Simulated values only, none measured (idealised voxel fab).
Process module under the name voxel wiring stack
For reference, the cross-section in this document is cut, with width 205 nm and square cells of 5 nm.
Cross-sections here: square-cell grids, written as top-down lists of bands, a band being one or more rows of cells.
Band: top height; bottom height; in nm. Then, left to right: material with width in nm, for each material. "everywhere": a single material spanning edge to edge. "empty": empty space.
Height 0 is the level under which the wafer as received is all one material. The lowest band goes on downwards, as in "0..down".
Top row gets the first number, bottom row gets the second, and each row in between changes by the same step: that is how a band width like "30->40" works.
Where a step carries "nothing changed", the cross-section came out of it unchanged, cell for cell.
"Catalogued sealed voids": empty spaces of 8 cells or more with no open way to the top, each given as width x height at distance, distance from the left edge, all in nm.
Anything after a step's settings on that line? It's the simulator's own note about the step.
overlay nm: for a step with a mask, the amount by which the mask lay right of where it was planned; a negative amount means left of it.
Each pair below shows a cross-section before one step and the cross-section after it, down to the lowest band that changed. The line under each pair gives the step between them, with its settings. The pairs can come from different runs of this module on the same starting wafer, so a pair continues from the pair above only where its "Pre-process cross-section" says so.
### Pre-process cross-section
    0..down = Si everywhere
    Catalogued sealed voids: none
### Cut View, Post-Step
    15..0 = SiO2 everywhere
    Lower than 0, everything is as it was.
    Catalogued sealed voids: none
In between the before and after cross-sections above, the step is CONFORMAL_DEP | material SiO2 | thk nm 15
Pre-process cross-section: as in the pair right above, post-step view.
### Cut View, Post-Step
    20..15 = TiN everywhere
    Lower than 15, everything is as it was.
    Catalogued sealed voids: none
In between the before and after cross-sections above, the step is DIRECTIONAL_DEP | material TiN | thk nm 5
Pre-process cross-section: as in the pair right above, post-step view.
### Cut View, Post-Step
    45..20 = W everywhere
    Lower than 20, everything is as it was.
    Catalogued sealed voids: none
In between the before and after cross-sections above, the step is DIRECTIONAL_DEP | material W | thk nm 25
Pre-process cross-section: as in the pair right above, post-step view.
### Cut View, Post-Step
    60..45 = empty 30 | resist 30 | empty 25 | resist 30 | empty 25 | resist 30 | empty 35
    Lower than 45, everything is as it was.
    Catalogued sealed voids: none
In between the before and after cross-sections above, the step is PATTERN | tone cover | mask id METAL_1 | material resist | width nm 30 | pitch nm 55 | thk nm 15 | overlay nm 0
Pre-process cross-section: as in the pair right above, post-step view.
### Cut View, Post-Step
    60..45 = empty 30 | resist 30 | empty 25 | resist 30 | empty 25 | resist 30 | empty 35
    45..20 = empty 30 | W 30 | empty 25 | W 30 | empty 25 | W 30 | empty 35
    Lower than 20, everything is as it was.
    Catalogued sealed voids: none
In between the before and after cross-sections above, the step is DIRECTIONAL_ETCH | etch materials W | depth nm 25
Pre-process cross-section: as in the pair right above, post-step view.
### Cut View, Post-Step
    60..45 = empty 30 | resist 30 | empty 25 | resist 30 | empty 25 | resist 30 | empty 35
    45..20 = empty 30 | W 30 | empty 25 | W 30 | empty 25 | W 30 | empty 35
    20..15 = empty 30 | TiN 30 | empty 25 | TiN 30 | empty 25 | TiN 30 | empty 35
    Lower than 15, everything is as it was.
    Catalogued sealed voids: none
In between the before and after cross-sections above, the step is DIRECTIONAL_ETCH | etch materials TiN | depth nm 5
Pre-process cross-section: as in the pair right above, post-step view.
### Cut View, Post-Step
    45..20 = empty 30 | W 30 | empty 25 | W 30 | empty 25 | W 30 | empty 35
    Lower than 20, everything is as it was.
    Catalogued sealed voids: none
In between the before and after cross-sections above, the step is STRIP | etch materials resist
Pre-process cross-section: as in the pair right above, post-step view.
### Cut View, Post-Step
    50..45 = lowk everywhere
    45..20 = lowk 30 | W 30 | lowk 25 | W 30 | lowk 25 | W 30 | lowk 35
    20..15 = lowk 30 | TiN 30 | lowk 25 | TiN 30 | lowk 25 | TiN 30 | lowk 35
    Lower than 15, everything is as it was.
    Catalogued sealed voids: none
In between the before and after cross-sections above, the step is FILL_DEP | material lowk | thk nm 5
Pre-process cross-section: as in the pair right above, post-step view.
### Cut View, Post-Step
    45..20 = lowk 30 | W 30 | lowk 25 | W 30 | lowk 25 | W 30 | lowk 35
    Lower than 20, everything is as it was.
    Catalogued sealed voids: none
In between the before and after cross-sections above, the step is CMP | height nm 45
Pre-process cross-section: as in the pair right above, post-step view.
### Cut View, Post-Step
    50..45 = SiCN everywhere
    Lower than 45, everything is as it was.
    Catalogued sealed voids: none
In between the before and after cross-sections above, the step is CONFORMAL_DEP | material SiCN | thk nm 5
Pre-process cross-section: as in the pair right above, post-step view.
### Cut View, Post-Step
    70..50 = SiO2 everywhere
    Lower than 50, everything is as it was.
    Catalogued sealed voids: none
In between the before and after cross-sections above, the step is DIRECTIONAL_DEP | material SiO2 | thk nm 20
Pre-process cross-section: as in the pair right above, post-step view.
### Cut View, Post-Step
    80..70 = aC everywhere
    Lower than 70, everything is as it was.
    Catalogued sealed voids: none
In between the before and after cross-sections above, the step is DIRECTIONAL_DEP | material aC | thk nm 10
Pre-process cross-section: as in the pair right above, post-step view.
### Cut View, Post-Step
    110..80 = resist 30 | empty 15 | resist 95 | empty 15 | resist 50
    Lower than 80, everything is as it was.
    Catalogued sealed voids: none
In between the before and after cross-sections above, the step is PATTERN | tone open | mask id PLUG_1 | material resist | width nm 15 | pitch nm 110 | thk nm 30 | overlay nm 0
Pre-process cross-section: as in the pair right above, post-step view.
### Cut View, Post-Step
    100..80 = resist 30 | empty 15 | resist 95 | empty 15 | resist 50
    80..70 = aC 30 | empty 15 | aC 95 | empty 15 | aC 50
    Lower than 70, everything is as it was.
    Catalogued sealed voids: none
In between the before and after cross-sections above, the step is DIRECTIONAL_ETCH | etch materials aC | depth nm 10
Pre-process cross-section: as in the pair right above, post-step view.
### Cut View, Post-Step
    80..70 = aC 30 | empty 15 | aC 95 | empty 15 | aC 50
    Lower than 70, everything is as it was.
    Catalogued sealed voids: none
In between the before and after cross-sections above, the step is STRIP | etch materials resist
Pre-process cross-section: as in the pair right above, post-step view.
### Cut View, Post-Step
    80..70 = aC 30 | empty 15 | aC 95 | empty 15 | aC 50
    70..50 = SiO2 30 | empty 15 | SiO2 95 | empty 15 | SiO2 50
    Lower than 50, everything is as it was.
    Catalogued sealed voids: none
In between the before and after cross-sections above, the step is DIRECTIONAL_ETCH | etch materials SiO2 | depth nm 20
Pre-process cross-section: as in the pair right above, post-step view.
### Cut View, Post-Step
    80..70 = aC 30 | empty 15 | aC 95 | empty 15 | aC 50
    70..50 = SiO2 30 | empty 15 | SiO2 95 | empty 15 | SiO2 50
    50..45 = SiCN 30 | empty 15 | SiCN 95 | empty 15 | SiCN 50
    Lower than 45, everything is as it was.
    Catalogued sealed voids: none
In between the before and after cross-sections above, the step is DIRECTIONAL_ETCH | etch materials SiCN | depth nm 5
Pre-process cross-section: as in the pair right above, post-step view.
### Cut View, Post-Step
    70..50 = SiO2 30 | empty 15 | SiO2 95 | empty 15 | SiO2 50
    Lower than 50, everything is as it was.
    Catalogued sealed voids: none
In between the before and after cross-sections above, the step is STRIP | etch materials aC
Pre-process cross-section: as in the pair right above, post-step view.
### Cut View, Post-Step
    75..70 = TiN 35 | empty 5 | TiN 105 | empty 5 | TiN 55
    70..50 = SiO2 30 | TiN 5 | empty 5 | TiN 5 | SiO2 95 | TiN 5 | empty 5 | TiN 5 | SiO2 50
    50..45 = SiCN 30 | TiN 15 | SiCN 95 | TiN 15 | SiCN 50
    Lower than 45, everything is as it was.
    Catalogued sealed voids: none
In between the before and after cross-sections above, the step is CONFORMAL_DEP | material TiN | thk nm 5
Pre-process cross-section: as in the pair right above, post-step view.
### Cut View, Post-Step
    80..75 = W everywhere
    75..70 = TiN 35 | W 5 | TiN 105 | W 5 | TiN 55
    70..50 = SiO2 30 | TiN 5 | W 5 | TiN 5 | SiO2 95 | TiN 5 | W 5 | TiN 5 | SiO2 50
    Lower than 50, everything is as it was.
    Catalogued sealed voids: none
In between the before and after cross-sections above, the step is FILL_DEP | material W | thk nm 5
Pre-process cross-section: as in the pair right above, post-step view.
### Cut View, Post-Step
    70..50 = SiO2 30 | TiN 5 | W 5 | TiN 5 | SiO2 95 | TiN 5 | W 5 | TiN 5 | SiO2 50
    Lower than 50, everything is as it was.
    Catalogued sealed voids: none
In between the before and after cross-sections above, the step is CMP | height nm 70
Pre-process cross-section: as in the pair right above, post-step view.
### Cut View, Post-Step
    75..70 = TiN everywhere
    Lower than 70, everything is as it was.
    Catalogued sealed voids: none
In between the before and after cross-sections above, the step is DIRECTIONAL_DEP | material TiN | thk nm 5
Pre-process cross-section: as in the pair right above, post-step view.
### Cut View, Post-Step
    90..75 = W everywhere
    Lower than 75, everything is as it was.
    Catalogued sealed voids: none
In between the before and after cross-sections above, the step is DIRECTIONAL_DEP | material W | thk nm 15
Pre-process cross-section: as in the pair right above, post-step view.
### Cut View, Post-Step
    110..90 = empty 30 | resist 30 | empty 25 | resist 30 | empty 25 | resist 30 | empty 35
    Lower than 90, everything is as it was.
    Catalogued sealed voids: none
In between the before and after cross-sections above, the step is PATTERN | tone cover | mask id METAL_2 | material resist | width nm 30 | pitch nm 55 | thk nm 20 | overlay nm 0
Pre-process cross-section: as in the pair right above, post-step view.
### Cut View, Post-Step
    110..90 = empty 30 | resist 30 | empty 25 | resist 30 | empty 25 | resist 30 | empty 35
    90..75 = empty 30 | W 30 | empty 25 | W 30 | empty 25 | W 30 | empty 35
    Lower than 75, everything is as it was.
    Catalogued sealed voids: none
In between the before and after cross-sections above, the step is DIRECTIONAL_ETCH | etch materials W | depth nm 15
Pre-process cross-section: as in the pair right above, post-step view.
### Cut View, Post-Step
    110..90 = empty 30 | resist 30 | empty 25 | resist 30 | empty 25 | resist 30 | empty 35
    90..75 = empty 30 | W 30 | empty 25 | W 30 | empty 25 | W 30 | empty 35
    75..70 = empty 30 | TiN 30 | empty 25 | TiN 30 | empty 25 | TiN 30 | empty 35
    Lower than 70, everything is as it was.
    Catalogued sealed voids: none
In between the before and after cross-sections above, the step is DIRECTIONAL_ETCH | etch materials TiN | depth nm 5
Pre-process cross-section: as in the pair right above, post-step view.
### Cut View, Post-Step
    90..75 = empty 30 | W 30 | empty 25 | W 30 | empty 25 | W 30 | empty 35
    Lower than 75, everything is as it was.
    Catalogued sealed voids: none
In between the before and after cross-sections above, the step is STRIP | etch materials resist
Pre-process cross-section: as in the pair right above, post-step view.
### Cut View, Post-Step
    100..90 = SiO2 everywhere
    90..75 = SiO2 30 | W 30 | SiO2 25 | W 30 | SiO2 25 | W 30 | SiO2 35
    75..70 = SiO2 30 | TiN 30 | SiO2 25 | TiN 30 | SiO2 25 | TiN 30 | SiO2 35
    Lower than 70, everything is as it was.
    Catalogued sealed voids: none
In between the before and after cross-sections above, the step is FILL_DEP | material SiO2 | thk nm 10
Pre-process cross-section: as in the pair right above, post-step view.
### Cut View, Post-Step
    90..75 = SiO2 30 | W 30 | SiO2 25 | W 30 | SiO2 25 | W 30 | SiO2 35
    Lower than 75, everything is as it was.
    Catalogued sealed voids: none
In between the before and after cross-sections above, the step is CMP | height nm 90
Pre-process cross-section: as in the pair right above, post-step view.
### Cut View, Post-Step
    95..90 = SiCN everywhere
    Lower than 90, everything is as it was.
    Catalogued sealed voids: none
In between the before and after cross-sections above, the step is CONFORMAL_DEP | material SiCN | thk nm 5
Pre-process cross-section: as in the pair right above, post-step view.
### Cut View, Post-Step
    125..95 = lowk everywhere
    Lower than 95, everything is as it was.
    Catalogued sealed voids: none
In between the before and after cross-sections above, the step is DIRECTIONAL_DEP | material lowk | thk nm 30
Pre-process cross-section: as in the pair right above, post-step view.
### Cut View, Post-Step
    145..125 = resist 30 | empty 15 | resist 40 | empty 15 | resist 40 | empty 15 | resist 50
    Lower than 125, everything is as it was.
    Catalogued sealed voids: none
In between the before and after cross-sections above, the step is PATTERN | tone open | mask id METAL_3_HOLES | material resist | width nm 15 | pitch nm 55 | thk nm 20 | overlay nm 0
Pre-process cross-section: as in the pair right above, post-step view.
### Cut View, Post-Step
    145..125 = resist 30 | empty 15 | resist 40 | empty 15 | resist 40 | empty 15 | resist 50
    125..95 = lowk 30 | empty 15 | lowk 40 | empty 15 | lowk 40 | empty 15 | lowk 50
    Lower than 95, everything is as it was.
    Catalogued sealed voids: none
In between the before and after cross-sections above, the step is DIRECTIONAL_ETCH | etch materials lowk | depth nm 30
Pre-process cross-section: as in the pair right above, post-step view.
### Cut View, Post-Step
    125..95 = lowk 30 | empty 15 | lowk 40 | empty 15 | lowk 40 | empty 15 | lowk 50
    Lower than 95, everything is as it was.
    Catalogued sealed voids: none
In between the before and after cross-sections above, the step is STRIP | etch materials resist
Pre-process cross-section: as in the pair right above, post-step view.
### Cut View, Post-Step
    125..110 = lowk 30 | empty 30 | lowk 25 | empty 30 | lowk 25 | empty 30 | lowk 35
    Lower than 110, everything is as it was.
    Catalogued sealed voids: none
In between the before and after cross-sections above, the step is MASKED_ETCH | tone open | mask id METAL_3 | width nm 30 | pitch nm 55 | etch materials lowk | depth nm 15 | overlay nm 0
Pre-process cross-section: as in the pair right above, post-step view.
### Cut View, Post-Step
    125..110 = lowk 30 | empty 30 | lowk 25 | empty 30 | lowk 25 | empty 30 | lowk 35
    110..95 = lowk 30 | empty 15 | lowk 40 | empty 15 | lowk 40 | empty 15 | lowk 50
    95..90 = SiCN 30 | empty 15 | SiCN 40 | empty 15 | SiCN 40 | empty 15 | SiCN 50
    Lower than 90, everything is as it was.
    Catalogued sealed voids: none
In between the before and after cross-sections above, the step is MASKED_ETCH | tone open | mask id METAL_3 | width nm 30 | pitch nm 55 | etch materials SiCN | depth nm 5 | overlay nm 0
Pre-process cross-section: as in the pair right above, post-step view.
### Cut View, Post-Step
    130..125 = TiN 35 | empty 20 | TiN 35 | empty 20 | TiN 35 | empty 20 | TiN 40
    125..115 = lowk 30 | TiN 5 | empty 20 | TiN 5 | lowk 25 | TiN 5 | empty 20 | TiN 5 | lowk 25 | TiN 5 | empty 20 | TiN 5 | lowk 35
    115..110 = lowk 30 | TiN 5 | empty 5 | TiN 20 | lowk 25 | TiN 5 | empty 5 | TiN 20 | lowk 25 | TiN 5 | empty 5 | TiN 20 | lowk 35
    110..95 = lowk 30 | TiN 5 | empty 5 | TiN 5 | lowk 40 | TiN 5 | empty 5 | TiN 5 | lowk 40 | TiN 5 | empty 5 | TiN 5 | lowk 50
    95..90 = SiCN 30 | TiN 15 | SiCN 40 | TiN 15 | SiCN 40 | TiN 15 | SiCN 50
    Lower than 90, everything is as it was.
    Catalogued sealed voids: none
In between the before and after cross-sections above, the step is CONFORMAL_DEP | material TiN | thk nm 5
Pre-process cross-section: as in the pair right above, post-step view.
### Cut View, Post-Step
    140..130 = Ru everywhere
    130..125 = TiN 35 | Ru 20 | TiN 35 | Ru 20 | TiN 35 | Ru 20 | TiN 40
    125..115 = lowk 30 | TiN 5 | Ru 20 | TiN 5 | lowk 25 | TiN 5 | Ru 20 | TiN 5 | lowk 25 | TiN 5 | Ru 20 | TiN 5 | lowk 35
    115..110 = lowk 30 | TiN 5 | Ru 5 | TiN 20 | lowk 25 | TiN 5 | Ru 5 | TiN 20 | lowk 25 | TiN 5 | Ru 5 | TiN 20 | lowk 35
    110..95 = lowk 30 | TiN 5 | Ru 5 | TiN 5 | lowk 40 | TiN 5 | Ru 5 | TiN 5 | lowk 40 | TiN 5 | Ru 5 | TiN 5 | lowk 50
    Lower than 95, everything is as it was.
    Catalogued sealed voids: none
In between the before and after cross-sections above, the step is FILL_DEP | material Ru | thk nm 10
Pre-process cross-section: as in the pair right above, post-step view.
### Cut View, Post-Step
    125..115 = lowk 30 | TiN 5 | Ru 20 | TiN 5 | lowk 25 | TiN 5 | Ru 20 | TiN 5 | lowk 25 | TiN 5 | Ru 20 | TiN 5 | lowk 35
    Lower than 115, everything is as it was.
    Catalogued sealed voids: none
In between the before and after cross-sections above, the step is CMP | height nm 125
Pre-process cross-section: as in the pair right above, post-step view.
### Cut View, Post-Step
    130..125 = SiN everywhere
    Lower than 125, everything is as it was.
    Catalogued sealed voids: none
In between the before and after cross-sections above, the step is CONFORMAL_DEP | material SiN | thk nm 5
### Pre-process cross-section
    140..130 = Ru everywhere
    130..125 = TiN 35 | Ru 20 | TiN 35 | Ru 20 | TiN 35 | Ru 20 | TiN 40
    125..115 = lowk 30 | TiN 5 | Ru 20 | TiN 5 | lowk 25 | TiN 5 | Ru 20 | TiN 5 | lowk 25 | TiN 5 | Ru 20 | TiN 5 | lowk 35
    115..110 = lowk 30 | TiN 5 | Ru 5 | TiN 20 | lowk 25 | TiN 5 | Ru 5 | TiN 20 | lowk 25 | TiN 5 | Ru 5 | TiN 20 | lowk 35
    110..95 = lowk 30 | TiN 5 | Ru 5 | TiN 5 | lowk 40 | TiN 5 | Ru 5 | TiN 5 | lowk 40 | TiN 5 | Ru 5 | TiN 5 | lowk 50
    95..90 = SiCN 30 | TiN 15 | SiCN 40 | TiN 15 | SiCN 40 | TiN 15 | SiCN 50
    90..75 = SiO2 30 | W 30 | SiO2 25 | W 30 | SiO2 25 | W 30 | SiO2 35
    75..70 = SiO2 30 | TiN 30 | SiO2 25 | TiN 30 | SiO2 25 | TiN 30 | SiO2 35
    70..50 = SiO2 30 | TiN 5 | W 5 | TiN 5 | SiO2 95 | TiN 5 | W 5 | TiN 5 | SiO2 50
    50..45 = SiCN 30 | TiN 15 | SiCN 95 | TiN 15 | SiCN 50
    45..20 = lowk 30 | W 30 | lowk 25 | W 30 | lowk 25 | W 30 | lowk 35
    20..15 = lowk 30 | TiN 30 | lowk 25 | TiN 30 | lowk 25 | TiN 30 | lowk 35
    15..0 = SiO2 everywhere
    0..down = Si everywhere
    Catalogued sealed voids: none
### Cut View, Post-Step
    145..140 = SiN everywhere
    Lower than 140, everything is as it was.
    Catalogued sealed voids: none
In between the before and after cross-sections above, the step is CONFORMAL_DEP | material SiN | thk nm 5
### Pre-process cross-section
    125..110 = lowk 30 | empty 30 | lowk 25 | empty 30 | lowk 25 | empty 30 | lowk 35
    110..95 = lowk 30 | empty 15 | lowk 40 | empty 15 | lowk 40 | empty 15 | lowk 50
    95..90 = SiCN everywhere
    90..75 = SiO2 30 | W 30 | SiO2 25 | W 30 | SiO2 25 | W 30 | SiO2 35
    75..70 = SiO2 30 | TiN 30 | SiO2 25 | TiN 30 | SiO2 25 | TiN 30 | SiO2 35
    70..50 = SiO2 30 | TiN 5 | W 5 | TiN 5 | SiO2 95 | TiN 5 | W 5 | TiN 5 | SiO2 50
    50..45 = SiCN 30 | TiN 15 | SiCN 95 | TiN 15 | SiCN 50
    45..20 = lowk 30 | W 30 | lowk 25 | W 30 | lowk 25 | W 30 | lowk 35
    20..15 = lowk 30 | TiN 30 | lowk 25 | TiN 30 | lowk 25 | TiN 30 | lowk 35
    15..0 = SiO2 everywhere
    0..down = Si everywhere
    Catalogued sealed voids: none
### Cut View, Post-Step
    125..95 = lowk 30 | empty 30 | lowk 25 | empty 30 | lowk 25 | empty 30 | lowk 35
    Lower than 95, everything is as it was.
    Catalogued sealed voids: none
In between the before and after cross-sections above, the step is MASKED_ETCH | tone open | mask id METAL_3 | width nm 30 | pitch nm 55 | etch materials lowk | depth nm 15 | overlay nm 0
Pre-process cross-section: as in the pair right above, post-step view.
### Cut View, Post-Step
    125..95 = lowk 30 | empty 30 | lowk 25 | empty 30 | lowk 25 | empty 30 | lowk 35
    95..90 = SiCN 30 | empty 30 | SiCN 25 | empty 30 | SiCN 25 | empty 30 | SiCN 35
    Lower than 90, everything is as it was.
    Catalogued sealed voids: none
In between the before and after cross-sections above, the step is MASKED_ETCH | tone open | mask id METAL_3 | width nm 30 | pitch nm 55 | etch materials SiCN | depth nm 5 | overlay nm 0
Pre-process cross-section: as in the pair right above, post-step view.
### Cut View, Post-Step
    130..125 = TiN 35 | empty 20 | TiN 35 | empty 20 | TiN 35 | empty 20 | TiN 40
    125..95 = lowk 30 | TiN 5 | empty 20 | TiN 5 | lowk 25 | TiN 5 | empty 20 | TiN 5 | lowk 25 | TiN 5 | empty 20 | TiN 5 | lowk 35
    95..90 = SiCN 30 | TiN 30 | SiCN 25 | TiN 30 | SiCN 25 | TiN 30 | SiCN 35
    Lower than 90, everything is as it was.
    Catalogued sealed voids: none
In between the before and after cross-sections above, the step is CONFORMAL_DEP | material TiN | thk nm 5
Pre-process cross-section: as in the pair right above, post-step view.
### Cut View, Post-Step
    140..130 = Ru everywhere
    130..125 = TiN 35 | Ru 20 | TiN 35 | Ru 20 | TiN 35 | Ru 20 | TiN 40
    125..95 = lowk 30 | TiN 5 | Ru 20 | TiN 5 | lowk 25 | TiN 5 | Ru 20 | TiN 5 | lowk 25 | TiN 5 | Ru 20 | TiN 5 | lowk 35
    Lower than 95, everything is as it was.
    Catalogued sealed voids: none
In between the before and after cross-sections above, the step is FILL_DEP | material Ru | thk nm 10
Pre-process cross-section: as in the pair right above, post-step view.
### Cut View, Post-Step
    125..95 = lowk 30 | TiN 5 | Ru 20 | TiN 5 | lowk 25 | TiN 5 | Ru 20 | TiN 5 | lowk 25 | TiN 5 | Ru 20 | TiN 5 | lowk 35
    Lower than 95, everything is as it was.
    Catalogued sealed voids: none
In between the before and after cross-sections above, the step is CMP | height nm 125
Pre-process cross-section: as in the pair right above, post-step view.
### Cut View, Post-Step
    130..125 = SiN everywhere
    Lower than 125, everything is as it was.
    Catalogued sealed voids: none
In between the before and after cross-sections above, the step is CONFORMAL_DEP | material SiN | thk nm 5
### Pre-process cross-section
    45..20 = lowk 30 | W 30 | lowk 25 | W 30 | lowk 25 | W 30 | lowk 35
    20..15 = lowk 30 | TiN 30 | lowk 25 | TiN 30 | lowk 25 | TiN 30 | lowk 35
    15..0 = SiO2 everywhere
    0..down = Si everywhere
    Catalogued sealed voids: none
### Cut View, Post-Step
    65..45 = SiO2 everywhere
    Lower than 45, everything is as it was.
    Catalogued sealed voids: none
In between the before and after cross-sections above, the step is DIRECTIONAL_DEP | material SiO2 | thk nm 20
Pre-process cross-section: as in the pair right above, post-step view.
### Cut View, Post-Step
    70..65 = SiCN everywhere
    Lower than 65, everything is as it was.
    Catalogued sealed voids: none
In between the before and after cross-sections above, the step is CONFORMAL_DEP | material SiCN | thk nm 5
Pre-process cross-section: as in the pair right above, post-step view.
### Cut View, Post-Step
    80..70 = aC everywhere
    Lower than 70, everything is as it was.
    Catalogued sealed voids: none
In between the before and after cross-sections above, the step is DIRECTIONAL_DEP | material aC | thk nm 10
Pre-process cross-section: as in the pair right above, post-step view.
### Cut View, Post-Step
    110..80 = resist 30 | empty 15 | resist 95 | empty 15 | resist 50
    Lower than 80, everything is as it was.
    Catalogued sealed voids: none
In between the before and after cross-sections above, the step is PATTERN | tone open | mask id PLUG_1 | material resist | width nm 15 | pitch nm 110 | thk nm 30 | overlay nm 0
Pre-process cross-section: as in the pair right above, post-step view.
### Cut View, Post-Step
    100..80 = resist 30 | empty 15 | resist 95 | empty 15 | resist 50
    80..70 = aC 30 | empty 15 | aC 95 | empty 15 | aC 50
    Lower than 70, everything is as it was.
    Catalogued sealed voids: none
In between the before and after cross-sections above, the step is DIRECTIONAL_ETCH | etch materials aC | depth nm 10
Pre-process cross-section: as in the pair right above, post-step view.
### Cut View, Post-Step
    80..70 = aC 30 | empty 15 | aC 95 | empty 15 | aC 50
    Lower than 70, everything is as it was.
    Catalogued sealed voids: none
In between the before and after cross-sections above, the step is STRIP | etch materials resist
Pre-process cross-section: as in the pair right above, post-step view.
### Cut View, Post-Step
    80..70 = aC 30 | empty 15 | aC 95 | empty 15 | aC 50
    70..65 = SiCN 30 | empty 15 | SiCN 95 | empty 15 | SiCN 50
    Lower than 65, everything is as it was.
    Catalogued sealed voids: none
In between the before and after cross-sections above, the step is DIRECTIONAL_ETCH | etch materials SiCN | depth nm 5
Pre-process cross-section: as in the pair right above, post-step view.
### Cut View, Post-Step
    70..65 = SiCN 30 | empty 15 | SiCN 95 | empty 15 | SiCN 50
    Lower than 65, everything is as it was.
    Catalogued sealed voids: none
In between the before and after cross-sections above, the step is STRIP | etch materials aC
Pre-process cross-section: as in the pair right above, post-step view.
### Cut View, Post-Step
    75..70 = TiN 35 | empty 5 | TiN 105 | empty 5 | TiN 55
    70..65 = SiCN 30 | TiN 15 | SiCN 95 | TiN 15 | SiCN 50
    Lower than 65, everything is as it was.
    Catalogued sealed voids: none
In between the before and after cross-sections above, the step is CONFORMAL_DEP | material TiN | thk nm 5
Pre-process cross-section: as in the pair right above, post-step view.
### Cut View, Post-Step
    80..75 = W everywhere
    75..70 = TiN 35 | W 5 | TiN 105 | W 5 | TiN 55
    Lower than 70, everything is as it was.
    Catalogued sealed voids: none
In between the before and after cross-sections above, the step is FILL_DEP | material W | thk nm 5
Pre-process cross-section: as in the pair right above, post-step view.
### Cut View, Post-Step
    70..65 = SiCN 30 | TiN 15 | SiCN 95 | TiN 15 | SiCN 50
    Lower than 65, everything is as it was.
    Catalogued sealed voids: none
In between the before and after cross-sections above, the step is CMP | height nm 70
Pre-process cross-section: as in the pair right above, post-step view.
### Cut View, Post-Step
    75..70 = TiN everywhere
    Lower than 70, everything is as it was.
    Catalogued sealed voids: none
In between the before and after cross-sections above, the step is DIRECTIONAL_DEP | material TiN | thk nm 5
Pre-process cross-section: as in the pair right above, post-step view.
### Cut View, Post-Step
    90..75 = W everywhere
    Lower than 75, everything is as it was.
    Catalogued sealed voids: none
In between the before and after cross-sections above, the step is DIRECTIONAL_DEP | material W | thk nm 15
Pre-process cross-section: as in the pair right above, post-step view.
### Cut View, Post-Step
    110..90 = empty 30 | resist 30 | empty 25 | resist 30 | empty 25 | resist 30 | empty 35
    Lower than 90, everything is as it was.
    Catalogued sealed voids: none
In between the before and after cross-sections above, the step is PATTERN | tone cover | mask id METAL_2 | material resist | width nm 30 | pitch nm 55 | thk nm 20 | overlay nm 0
Pre-process cross-section: as in the pair right above, post-step view.
### Cut View, Post-Step
    110..90 = empty 30 | resist 30 | empty 25 | resist 30 | empty 25 | resist 30 | empty 35
    90..75 = empty 30 | W 30 | empty 25 | W 30 | empty 25 | W 30 | empty 35
    Lower than 75, everything is as it was.
    Catalogued sealed voids: none
In between the before and after cross-sections above, the step is DIRECTIONAL_ETCH | etch materials W | depth nm 15
Pre-process cross-section: as in the pair right above, post-step view.
### Cut View, Post-Step
    110..90 = empty 30 | resist 30 | empty 25 | resist 30 | empty 25 | resist 30 | empty 35
    90..75 = empty 30 | W 30 | empty 25 | W 30 | empty 25 | W 30 | empty 35
    75..70 = empty 30 | TiN 30 | empty 25 | TiN 30 | empty 25 | TiN 30 | empty 35
    Lower than 70, everything is as it was.
    Catalogued sealed voids: none
In between the before and after cross-sections above, the step is DIRECTIONAL_ETCH | etch materials TiN | depth nm 5
Pre-process cross-section: as in the pair right above, post-step view.
### Cut View, Post-Step
    90..75 = empty 30 | W 30 | empty 25 | W 30 | empty 25 | W 30 | empty 35
    Lower than 75, everything is as it was.
    Catalogued sealed voids: none
In between the before and after cross-sections above, the step is STRIP | etch materials resist
Pre-process cross-section: as in the pair right above, post-step view.
### Cut View, Post-Step
    100..90 = SiO2 everywhere
    90..75 = SiO2 30 | W 30 | SiO2 25 | W 30 | SiO2 25 | W 30 | SiO2 35
    75..70 = SiO2 30 | TiN 30 | SiO2 25 | TiN 30 | SiO2 25 | TiN 30 | SiO2 35
    Lower than 70, everything is as it was.
    Catalogued sealed voids: none
In between the before and after cross-sections above, the step is FILL_DEP | material SiO2 | thk nm 10
Pre-process cross-section: as in the pair right above, post-step view.
### Cut View, Post-Step
    90..75 = SiO2 30 | W 30 | SiO2 25 | W 30 | SiO2 25 | W 30 | SiO2 35
    Lower than 75, everything is as it was.
    Catalogued sealed voids: none
In between the before and after cross-sections above, the step is CMP | height nm 90
Pre-process cross-section: as in the pair right above, post-step view.
### Cut View, Post-Step
    95..90 = SiCN everywhere
    Lower than 90, everything is as it was.
    Catalogued sealed voids: none
In between the before and after cross-sections above, the step is CONFORMAL_DEP | material SiCN | thk nm 5
Pre-process cross-section: as in the pair right above, post-step view.
### Cut View, Post-Step
    125..95 = lowk everywhere
    Lower than 95, everything is as it was.
    Catalogued sealed voids: none
In between the before and after cross-sections above, the step is DIRECTIONAL_DEP | material lowk | thk nm 30
Pre-process cross-section: as in the pair right above, post-step view.
### Cut View, Post-Step
    145..125 = resist 30 | empty 15 | resist 40 | empty 15 | resist 40 | empty 15 | resist 50
    Lower than 125, everything is as it was.
    Catalogued sealed voids: none
In between the before and after cross-sections above, the step is PATTERN | tone open | mask id METAL_3_HOLES | material resist | width nm 15 | pitch nm 55 | thk nm 20 | overlay nm 0
Pre-process cross-section: as in the pair right above, post-step view.
### Cut View, Post-Step
    145..125 = resist 30 | empty 15 | resist 40 | empty 15 | resist 40 | empty 15 | resist 50
    125..95 = lowk 30 | empty 15 | lowk 40 | empty 15 | lowk 40 | empty 15 | lowk 50
    Lower than 95, everything is as it was.
    Catalogued sealed voids: none
In between the before and after cross-sections above, the step is DIRECTIONAL_ETCH | etch materials lowk | depth nm 30
Pre-process cross-section: as in the pair right above, post-step view.
### Cut View, Post-Step
    125..95 = lowk 30 | empty 15 | lowk 40 | empty 15 | lowk 40 | empty 15 | lowk 50
    Lower than 95, everything is as it was.
    Catalogued sealed voids: none
In between the before and after cross-sections above, the step is STRIP | etch materials resist
Pre-process cross-section: as in the pair right above, post-step view.
### Cut View, Post-Step
    125..110 = lowk 30 | empty 30 | lowk 25 | empty 30 | lowk 25 | empty 30 | lowk 35
    Lower than 110, everything is as it was.
    Catalogued sealed voids: none
In between the before and after cross-sections above, the step is MASKED_ETCH | tone open | mask id METAL_3 | width nm 30 | pitch nm 55 | etch materials lowk | depth nm 15 | overlay nm 0
Pre-process cross-section: as in the pair right above, post-step view.
### Cut View, Post-Step
    125..110 = lowk 30 | empty 30 | lowk 25 | empty 30 | lowk 25 | empty 30 | lowk 35
    110..95 = lowk 30 | empty 15 | lowk 40 | empty 15 | lowk 40 | empty 15 | lowk 50
    95..90 = SiCN 30 | empty 15 | SiCN 40 | empty 15 | SiCN 40 | empty 15 | SiCN 50
    Lower than 90, everything is as it was.
    Catalogued sealed voids: none
In between the before and after cross-sections above, the step is MASKED_ETCH | tone open | mask id METAL_3 | width nm 30 | pitch nm 55 | etch materials SiCN | depth nm 5 | overlay nm 0
